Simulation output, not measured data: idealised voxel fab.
Documented hereafter: the process module known as voxel lift off.
Square cells of 5 nm make up the cross-section cut, whose width is 215 nm.
The cross-sections in this document take the form of a grid made of square cells. They are written out as bands, in order from top to bottom. Each band consists of one or more rows of cells.
Basically the band line says how high the top is and how high the bottom is, in nm, and then what's in it from left to right, every material with its width in nm. Empty space shows up as "empty", and if a single material carries "everywhere" it runs the full band edge to edge.
For the purposes of this specification, 0 denotes the height below which the wafer in its as-received condition is composed wholly of one material, and the lowermost band, lacking a lower limit, extends downward without end, as expressed in "0 nm and below".
The notation "30..40" denotes a width that varies across the rows of cells in the band, beginning at the first number in the top row, finishing at the second number in the bottom row, and changing by an identical amount from each row to the next.
Any step labelled "changes: none" changed none of the cells in the cross-section.
The label "Closed void list" introduces a list of the empty spaces, 8 cells or larger, that have no open way up to the top; each entry in it reads width x height at distance, where the distance is taken from the left edge and all three are stated in nm.
Whatever follows a step's settings on its line is a remark the simulator itself makes about that step.
Steps that use a mask can have "overlay nm" on their line. It says how far the mask sat to the right of where it was meant to be. Negative means to the left.

### Below is the list of planned process steps
1,RECEIVE with material Si
2,CONFORMAL_DEP with material SiO2, thk nm 5
3,PATTERN with tone open, mask id LINES, material resist, width nm 30, pitch nm 45, thk nm 25, overlay nm 0
4,DIRECTIONAL_DEP with material Ru, thk nm 10
5,STRIP with etch materials resist
6,CONFORMAL_DEP with material SiCN, thk nm 10

### So this is the incoming wafer in cross-section - it's already been through step 1
    0 nm and below = Si everywhere
    Closed void list: none

### Sectioned view, first of two wafers, at the close of the module, processed as intended in the plan
    25 nm to 15 nm = empty=15, SiCN=185, empty=15
    15 nm to 5 nm = SiCN=25, Ru=30, SiCN=15, Ru=30, SiCN=15, Ru=30, SiCN=15, Ru=30, SiCN=25
    5 nm to 0 nm = SiO2 everywhere
    0 nm and below = Si everywhere
    Closed void list: none

### So this is wafer number two of the two, cut at the end of the module - it started where the first did and had the same plan, we just got one thing wrong running it
    25 nm to 15 nm = empty=15, SiO2=185, empty=15
    15 nm to 5 nm = SiO2=25, Ru=30, SiO2=15, Ru=30, SiO2=15, Ru=30, SiO2=15, Ru=30, SiO2=25
    5 nm to 0 nm = SiO2 everywhere
    0 nm and below = Si everywhere
    Closed void list: none
Which mistake was made when the wafer was run? the process deviated at step 6: the operation and settings actually run there were CONFORMAL_DEP with material SiO2, thk nm 10
Final cells, second wafer relative to first, materials higher or lower: SiCN: 112 fewer; SiO2: 112 more
